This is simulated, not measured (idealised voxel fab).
You're looking at the process module voxel gate over fins.
Section cut is 175 nm wide and gridded with 5 nm square cells.
Notation: cross-section as square-cell grid; stated in bands, top first, going down; one or more cell rows per band. It is stipulated that each band's entry specify, in nanometres, the height of the top of the band and then that of its bottom, followed by the materials of the band in left-to-right sequence, each together with its width in nanometres. A single material marked by the word "full width" is understood to fill the band from edge to edge; the word "air" is understood to denote empty space. Counting heights begins at 0, where everything beneath is, in the wafer as received, one material. The lowest band has no bottom; it goes on downwards, as "0 down" shows. A width such as "30..40" changes by the same amount from each row of cells to the next, from the band's top row to its bottom row. Where the words "remained unchanged" appear for a step, the cross-section shows no cell changed by that step; every cell remained as before. The entry titled "Closed void register" provides the empty spaces that have no open way to the top, restricted to those of 8 cells or more. Each is presented as width x height at distance, the distance being measured from the left edge, with all three in nm. On a step's line, text after the settings is the simulator commenting on that step. You can add "overlay nm" to a step's line. For a step with a mask, it describes how far the mask lay to the right of its planned position, and a negative number describes a lay to the left.
So here's the lineup of process steps we planned:
1: RECEIVE | material Si
2: CONFORMAL_DEP | material SiN | thk nm 5
3: DIRECTIONAL_DEP | material aC | thk nm 10
4: PATTERN | tone cover | mask id FINS | material resist | width nm 15 | pitch nm 40 | thk nm 25 | overlay nm 0
5: DIRECTIONAL_ETCH | etch materials aC | depth nm 10
6: STRIP | etch materials resist
7: DIRECTIONAL_ETCH | etch materials SiN | depth nm 5
8: DIRECTIONAL_ETCH | etch materials Si | depth nm 40
9: STRIP | etch materials aC
10: FILL_DEP | material SiO2 | thk nm 5
11: CMP | height nm 5
12: SELECTIVE_ETCH | etch materials SiO2 | depth nm 20
13: STRIP | etch materials SiN
14: CONFORMAL_DEP | material HfO2 | thk nm 5
15: CONFORMAL_DEP | material TiN | thk nm 5
16: FILL_DEP | material W | thk nm 15
17: CMP | height nm 20
18: CONFORMAL_DEP | material SiN | thk nm 5
First wafer of two (run as planned):
So this is the incoming wafer in cross-section - it's already been through step 1:
  0 down = Si full width
  Closed void register: none
After step 2: wafer cross-section:
  5 to 0 = SiN full width
  Everything under 0 stays put, no change at all.
After step 3: wafer cross-section:
  15 to 5 = aC full width
  Everything under 5 stays put, no change at all.
After step 4: wafer cross-section:
  40 to 15 = air=20, resist=15, air=25, resist=15, air=25, resist=15, air=25, resist=15, air=20
  Everything under 15 stays put, no change at all.
After step 5: wafer cross-section:
  30 to 15 = air=20, resist=15, air=25, resist=15, air=25, resist=15, air=25, resist=15, air=20
  15 to 5 = air=20, aC=15, air=25, aC=15, air=25, aC=15, air=25, aC=15, air=20
  Everything under 5 stays put, no change at all.
After step 6: wafer cross-section:
  15 to 5 = air=20, aC=15, air=25, aC=15, air=25, aC=15, air=25, aC=15, air=20
  Everything under 5 stays put, no change at all.
After step 7: wafer cross-section:
  15 to 5 = air=20, aC=15, air=25, aC=15, air=25, aC=15, air=25, aC=15, air=20
  5 to 0 = air=20, SiN=15, air=25, SiN=15, air=25, SiN=15, air=25, SiN=15, air=20
  Everything under 0 stays put, no change at all.
After step 8: wafer cross-section:
  15 to 5 = air=20, aC=15, air=25, aC=15, air=25, aC=15, air=25, aC=15, air=20
  5 to 0 = air=20, SiN=15, air=25, SiN=15, air=25, SiN=15, air=25, SiN=15, air=20
  0 to -40 = air=20, Si=15, air=25, Si=15, air=25, Si=15, air=25, Si=15, air=20
  Everything under -40 stays put, no change at all.
After step 9: wafer cross-section:
  5 to 0 = air=20, SiN=15, air=25, SiN=15, air=25, SiN=15, air=25, SiN=15, air=20
  Everything under 0 stays put, no change at all.
After step 10: wafer cross-section:
  10 to 5 = SiO2 full width
  5 to 0 = SiO2=20, SiN=15, SiO2=25, SiN=15, SiO2=25, SiN=15, SiO2=25, SiN=15, SiO2=20
  0 to -40 = SiO2=20, Si=15, SiO2=25, Si=15, SiO2=25, Si=15, SiO2=25, Si=15, SiO2=20
  Everything under -40 stays put, no change at all.
After step 11: wafer cross-section:
  5 to 0 = SiO2=20, SiN=15, SiO2=25, SiN=15, SiO2=25, SiN=15, SiO2=25, SiN=15, SiO2=20
  Everything under 0 stays put, no change at all.
After step 12: wafer cross-section:
  5 to 0 = air=20, SiN=15, air=25, SiN=15, air=25, SiN=15, air=25, SiN=15, air=20
  0 to -15 = air=20, Si=15, air=25, Si=15, air=25, Si=15, air=25, Si=15, air=20
  Everything under -15 stays put, no change at all.
After step 13: wafer cross-section:
  0 to -15 = air=20, Si=15, air=25, Si=15, air=25, Si=15, air=25, Si=15, air=20
  Everything under -15 stays put, no change at all.
After step 14: wafer cross-section:
  5 to 0 = air=15, HfO2=25, air=15, HfO2=25, air=15, HfO2=25, air=15, HfO2=25, air=15
  0 to -10 = air=15, HfO2=5, Si=15, HfO2=5, air=15, HfO2=5, Si=15, HfO2=5, air=15, HfO2=5, Si=15, HfO2=5, air=15, HfO2=5, Si=15, HfO2=5, air=15
  -10 to -15 = HfO2=20, Si=15, HfO2=25, Si=15, HfO2=25, Si=15, HfO2=25, Si=15, HfO2=20
  Everything under -15 stays put, no change at all.
After step 15: wafer cross-section:
  10 to 5 = air=10, TiN=35, air=5, TiN=35, air=5, TiN=35, air=5, TiN=35, air=10
  5 to 0 = air=10, TiN=5, HfO2=25, TiN=5, air=5, TiN=5, HfO2=25, TiN=5, air=5, TiN=5, HfO2=25, TiN=5, air=5, TiN=5, HfO2=25, TiN=5, air=10
  0 to -5 = air=10, TiN=5, HfO2=5, Si=15, HfO2=5, TiN=5, air=5, TiN=5, HfO2=5, Si=15, HfO2=5, TiN=5, air=5, TiN=5, HfO2=5, Si=15, HfO2=5, TiN=5, air=5, TiN=5, HfO2=5, Si=15, HfO2=5, TiN=5, air=10
  -5 to -10 = TiN=15, HfO2=5, Si=15, HfO2=5, TiN=15, HfO2=5, Si=15, HfO2=5, TiN=15, HfO2=5, Si=15, HfO2=5, TiN=15, HfO2=5, Si=15, HfO2=5, TiN=15
  Everything under -10 stays put, no change at all.
After step 16: wafer cross-section:
  25 to 10 = W full width
  10 to 5 = W=10, TiN=35, W=5, TiN=35, W=5, TiN=35, W=5, TiN=35, W=10
  5 to 0 = W=10, TiN=5, HfO2=25, TiN=5, W=5, TiN=5, HfO2=25, TiN=5, W=5, TiN=5, HfO2=25, TiN=5, W=5, TiN=5, HfO2=25, TiN=5, W=10
  0 to -5 = W=10, TiN=5, HfO2=5, Si=15, HfO2=5, TiN=5, W=5, TiN=5, HfO2=5, Si=15, HfO2=5, TiN=5, W=5, TiN=5, HfO2=5, Si=15, HfO2=5, TiN=5, W=5, TiN=5, HfO2=5, Si=15, HfO2=5, TiN=5, W=10
  Everything under -5 stays put, no change at all.
After step 17: wafer cross-section:
  20 to 10 = W full width
  Everything under 10 stays put, no change at all.
After step 18: wafer cross-section:
  25 to 20 = SiN full width
  Everything under 20 stays put, no change at all.
Second of two: same start, same plan, one run error; steps up to and including 13 match the first:
Cross-sectional representation of the second wafer at the time designated in the plan for the completion of step 14:
  5 to 0 = air=15, TiN=25, air=15, TiN=25, air=15, TiN=25, air=15, TiN=25, air=15
  0 to -10 = air=15, TiN=5, Si=15, TiN=5, air=15, TiN=5, Si=15, TiN=5, air=15, TiN=5, Si=15, TiN=5, air=15, TiN=5, Si=15, TiN=5, air=15
  -10 to -15 = TiN=20, Si=15, TiN=25, Si=15, TiN=25, Si=15, TiN=25, Si=15, TiN=20
  Everything under -15 stays put, no change at all.
Cross-sectional representation of the second wafer at the time designated in the plan for the completion of step 15:
  10 to 5 = air=10, HfO2=35, air=5, HfO2=35, air=5, HfO2=35, air=5, HfO2=35, air=10
  5 to 0 = air=10, HfO2=5, TiN=25, HfO2=5, air=5, HfO2=5, TiN=25, HfO2=5, air=5, HfO2=5, TiN=25, HfO2=5, air=5, HfO2=5, TiN=25, HfO2=5, air=10
  0 to -5 = air=10, HfO2=5, TiN=5, Si=15, TiN=5, HfO2=5, air=5, HfO2=5, TiN=5, Si=15, TiN=5, HfO2=5, air=5, HfO2=5, TiN=5, Si=15, TiN=5, HfO2=5, air=5, HfO2=5, TiN=5, Si=15, TiN=5, HfO2=5, air=10
  -5 to -10 = HfO2=15, TiN=5, Si=15, TiN=5, HfO2=15, TiN=5, Si=15, TiN=5, HfO2=15, TiN=5, Si=15, TiN=5, HfO2=15, TiN=5, Si=15, TiN=5, HfO2=15
  Everything under -10 stays put, no change at all.
Cross-sectional representation of the second wafer at the time designated in the plan for the completion of step 16:
  25 to 10 = W full width
  10 to 5 = W=10, HfO2=35, W=5, HfO2=35, W=5, HfO2=35, W=5, HfO2=35, W=10
  5 to 0 = W=10, HfO2=5, TiN=25, HfO2=5, W=5, HfO2=5, TiN=25, HfO2=5, W=5, HfO2=5, TiN=25, HfO2=5, W=5, HfO2=5, TiN=25, HfO2=5, W=10
  0 to -5 = W=10, HfO2=5, TiN=5, Si=15, TiN=5, HfO2=5, W=5, HfO2=5, TiN=5, Si=15, TiN=5, HfO2=5, W=5, HfO2=5, TiN=5, Si=15, TiN=5, HfO2=5, W=5, HfO2=5, TiN=5, Si=15, TiN=5, HfO2=5, W=10
  Everything under -5 stays put, no change at all.
Cross-sectional representation of the second wafer at the time designated in the plan for the completion of step 17:
  20 to 10 = W full width
  Everything under 10 stays put, no change at all.
Cross-sectional representation of the second wafer at the time designated in the plan for the completion of step 18:
  25 to 20 = SiN full width
  Everything under 20 stays put, no change at all.
Here's what went sideways: mixed up steps 14 and 15 - ran each in the other's place
At the end, each material covers as many cells on the second wafer as it does on the first, though the cells it covers are elsewhere.
